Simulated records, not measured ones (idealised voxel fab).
The process module that follows is named voxel self aligned vias.
Cross-section cut: width 170 nm, square cells of 5 nm.
Cross-section, as written here: a square-cell grid given band by band from the top down, where a band holds one or more rows of cells.
What a band's entry tells you: where the top is and where the bottom is, as heights in nm, and after that what lies inside, material by material from left to right, each with its width in nm. Empty space is written as the word "blank", and a single material marked with the word "throughout" occupies the band from edge to edge.
Convention: height 0 is the level below which the wafer, as received, is all one material. The lowest band does not terminate at the bottom but continues downward, represented as "0 and below".
Think of "30 to 40" as a width that walks from the first number to the second as you go down the band, top row to bottom row, taking equal-sized steps from row to row.
"same as before", as given for a step, is the statement that not any cell of the cross-section underwent a change during that step.
In "Closed void entries" the enclosed voids are listed, meaning empty spaces of 8 cells or larger without any opening to the top. The form is width x height at distance, distance from the left edge, units nm.
The remark found on a step's line after its settings is issued by the simulator itself and pertains to that step.
overlay nm: for a step with a mask, the amount by which the mask lay right of where it was planned; a negative amount means left of it.
-- Steps planned for the process
1 RECEIVE,material Si
2 CONFORMAL_DEP,material SiO2,thk nm 15
3 CONFORMAL_DEP,material SiCN,thk nm 5
4 DIRECTIONAL_DEP,material lowk,thk nm 20
5 PATTERN,tone open,mask id LINES,material resist,width nm 20,pitch nm 50,thk nm 20,overlay nm 0
6 DIRECTIONAL_ETCH,etch materials lowk,depth nm 20
7 STRIP,etch materials resist
8 CONFORMAL_DEP,material TiN,thk nm 5
9 FILL_DEP,material Ru,thk nm 5
10 CMP,height nm 40
11 SELECTIVE_ETCH,etch materials W Ru TiN,depth nm 5
12 FILL_DEP,material SiN,thk nm 10
13 CMP,height nm 40
14 DIRECTIONAL_DEP,material lowk,thk nm 15
15 MASKED_ETCH,tone open,mask id VIAS,width nm 20,etch materials lowk,depth nm 15,overlay nm 0
16 MASKED_ETCH,tone open,mask id VIAS,width nm 30,etch materials SiN,depth nm 5,overlay nm 0
17 CONFORMAL_DEP,material TiN,thk nm 5
18 FILL_DEP,material Ru,thk nm 10
19 CMP,height nm 55
20 CONFORMAL_DEP,material SiN,thk nm 5
Every wafer here starts from the same state; it is the step 15 width nm that distinguishes them, and the value the plan gives belongs to the first wafer.
-- Incoming state of the first of several wafers in cross-section: after step 1
* 0 and below | Si throughout
* Closed void entries: none
-- Quick look at the cross-section of the first of several wafers after step 20, which wraps up the module
* 60 down to 55 | SiN throughout
* 55 down to 40 | lowk 50, TiN 5, Ru 10, TiN 5, lowk 100
* 40 down to 35 | lowk 50, TiN 20, lowk 30, SiN 20, lowk 50
* 35 down to 25 | lowk 50, TiN 5, Ru 10, TiN 5, lowk 30, TiN 5, Ru 10, TiN 5, lowk 50
* 25 down to 20 | lowk 50, TiN 20, lowk 30, TiN 20, lowk 50
* 20 down to 15 | SiCN throughout
* 15 down to 0 | SiO2 throughout
* 0 and below | Si throughout
* Closed void entries: none
-- Wafer cross-section (last wafer, module end)
* 60 down to 55 | SiN throughout
* 55 down to 45 | lowk 40, TiN 5, Ru 35, TiN 5, lowk 85
* 45 down to 40 | lowk 40, TiN 15, Ru 10, TiN 20, lowk 85
* 40 down to 35 | lowk 50, TiN 20, lowk 30, SiN 20, lowk 50
* 35 down to 25 | lowk 50, TiN 5, Ru 10, TiN 5, lowk 30, TiN 5, Ru 10, TiN 5, lowk 50
* 25 down to 20 | lowk 50, TiN 20, lowk 30, TiN 20, lowk 50
* 20 down to 15 | SiCN throughout
* 15 down to 0 | SiO2 throughout
* 0 and below | Si throughout
* Closed void entries: none
-- Every row in this table is a wafer at the end of the module, and it gives, for each of the materials, the cells that wafer has gained (+) or lost (-) since it was received, then its closed voids
width nm 20 | +14 Ru | +34 SiCN | +38 SiN | +102 SiO2 | +26 TiN | +194 lowk | Closed void entries: none
width nm 25 | +16 Ru | +34 SiCN | +38 SiN | +102 SiO2 | +27 TiN | +191 lowk | Closed void entries: none
width nm 30 | +18 Ru | +34 SiCN | +38 SiN | +102 SiO2 | +28 TiN | +188 lowk | Closed void entries: none
width nm 35 | +20 Ru | +34 SiCN | +38 SiN | +102 SiO2 | +29 TiN | +185 lowk | Closed void entries: none
width nm 40 | +22 Ru | +34 SiCN | +38 SiN | +102 SiO2 | +30 TiN | +182 lowk | Closed void entries: none
width nm 45 | +24 Ru | +34 SiCN | +38 SiN | +102 SiO2 | +31 TiN | +179 lowk | Closed void entries: none
